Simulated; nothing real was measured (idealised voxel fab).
Process module heading - voxel tone inversion
For reference, the cross-section in this document is cut, with width 270 nm and square cells of 5 nm.
Format of a cross-section: grid, square cells. Given as bands. Order: top down. Band: one or more rows of cells. Each band's line starts with the height of the band's top and of its bottom, in nm. Then come its materials from left to right, each with its width in nm. One material with "edge to edge" fills the band from edge to edge. "empty" is empty space. Counting heights begins at 0, where everything beneath is, in the wafer as received, one material. The lowest band has no bottom; it goes on downwards, as "z 0 and below" shows. Read "30..40" as a graded width: first number on top, second number at the bottom, same change between each pair of neighbouring rows. What does "no alteration" mean for a step? It means no cell of the cross-section changed in that step. "Voids, sealed": sealed empty spaces, 8 cells or more, no open way to top, listed width x height at distance, with distance from the left edge and width, height and distance in nm. Step line, after settings: the simulator's comment on this step. "overlay nm", when on a step's line for a step with a mask, measures how far to the right of its planned place the mask lay; a negative measure means to the left.
Intended process steps
1) RECEIVE,material Si
2) CONFORMAL_DEP,material SiCN,thk nm 5
3) DIRECTIONAL_DEP,material aC,thk nm 25
4) PATTERN,tone cover,mask id POSTS,material resist,width nm 25,pitch nm 45,thk nm 35,overlay nm 0
5) DIRECTIONAL_ETCH,etch materials aC,depth nm 25
6) STRIP,etch materials resist
7) FILL_DEP,material lowk,thk nm 5
8) CMP,height nm 30
9) STRIP,etch materials aC
First wafer out of two, processed as planned
Incoming wafer in cross-section (state: after step 1)
	z 0 and below: Si edge to edge
	Voids, sealed: none
Step 2 complete: cross-section through the wafer
	z 5 to 0: SiCN edge to edge
	Under the height 0 nothing was changed.
Step 3 complete: cross-section through the wafer
	z 30 to 5: aC edge to edge
	Under the height 5 nothing was changed.
Step 4 complete: cross-section through the wafer
	z 65 to 30: empty (100); resist (25); empty (20); resist (25); empty (100)
	Under the height 30 nothing was changed.
Step 5 complete: cross-section through the wafer
	z 40 to 30: empty (100); resist (25); empty (20); resist (25); empty (100)
	z 30 to 5: empty (100); aC (25); empty (20); aC (25); empty (100)
	Under the height 5 nothing was changed.
Step 6 complete: cross-section through the wafer
	z 30 to 5: empty (100); aC (25); empty (20); aC (25); empty (100)
	Under the height 5 nothing was changed.
Step 7 complete: cross-section through the wafer
	z 35 to 30: lowk edge to edge
	z 30 to 5: lowk (100); aC (25); lowk (20); aC (25); lowk (100)
	Under the height 5 nothing was changed.
Step 8 complete: cross-section through the wafer
	z 30 to 5: lowk (100); aC (25); lowk (20); aC (25); lowk (100)
	Under the height 5 nothing was changed.
Step 9 complete: cross-section through the wafer
	z 30 to 5: lowk (100); empty (25); lowk (20); empty (25); lowk (100)
	Under the height 5 nothing was changed.
The Second Wafer: Common Origin and Plan, One Mistake in Execution, Identical to the First Through Step 1
Cross-sectional representation of the second wafer at the time designated in the plan for the completion of step 2
	z 25 to 0: aC edge to edge
	Under the height 0 nothing was changed.
Cross-sectional representation of the second wafer at the time designated in the plan for the completion of step 3
	z 30 to 25: SiCN edge to edge
	Under the height 25 nothing was changed.
Cross-sectional representation of the second wafer at the time designated in the plan for the completion of step 4
	z 65 to 30: empty (100); resist (25); empty (20); resist (25); empty (100)
	Under the height 30 nothing was changed.
Cross-sectional representation of the second wafer at the time designated in the plan for the completion of step 5
	z 40 to 30: empty (100); resist (25); empty (20); resist (25); empty (100)
	Under the height 30 nothing was changed.
Cross-sectional representation of the second wafer at the time designated in the plan for the completion of step 6
	z 30 to 25: SiCN edge to edge
	Under the height 25 nothing was changed.
Cross-sectional representation of the second wafer at the time designated in the plan for the completion of step 7
	z 35 to 30: lowk edge to edge
	Under the height 30 nothing was changed.
Cross-sectional representation of the second wafer at the time designated in the plan for the completion of step 8
	z 30 to 25: SiCN edge to edge
	Under the height 25 nothing was changed.
Cross-sectional representation of the second wafer at the time designated in the plan for the completion of step 9: no alteration
The mistake made against the process plan was this: steps 2 and 3 of the plan were run in the wrong order, each in the other's place
Once processing is complete, comparing cell counts shows that the second wafer has more or fewer of certain materials than the first: aC: 270 more; lowk: 220 fewer
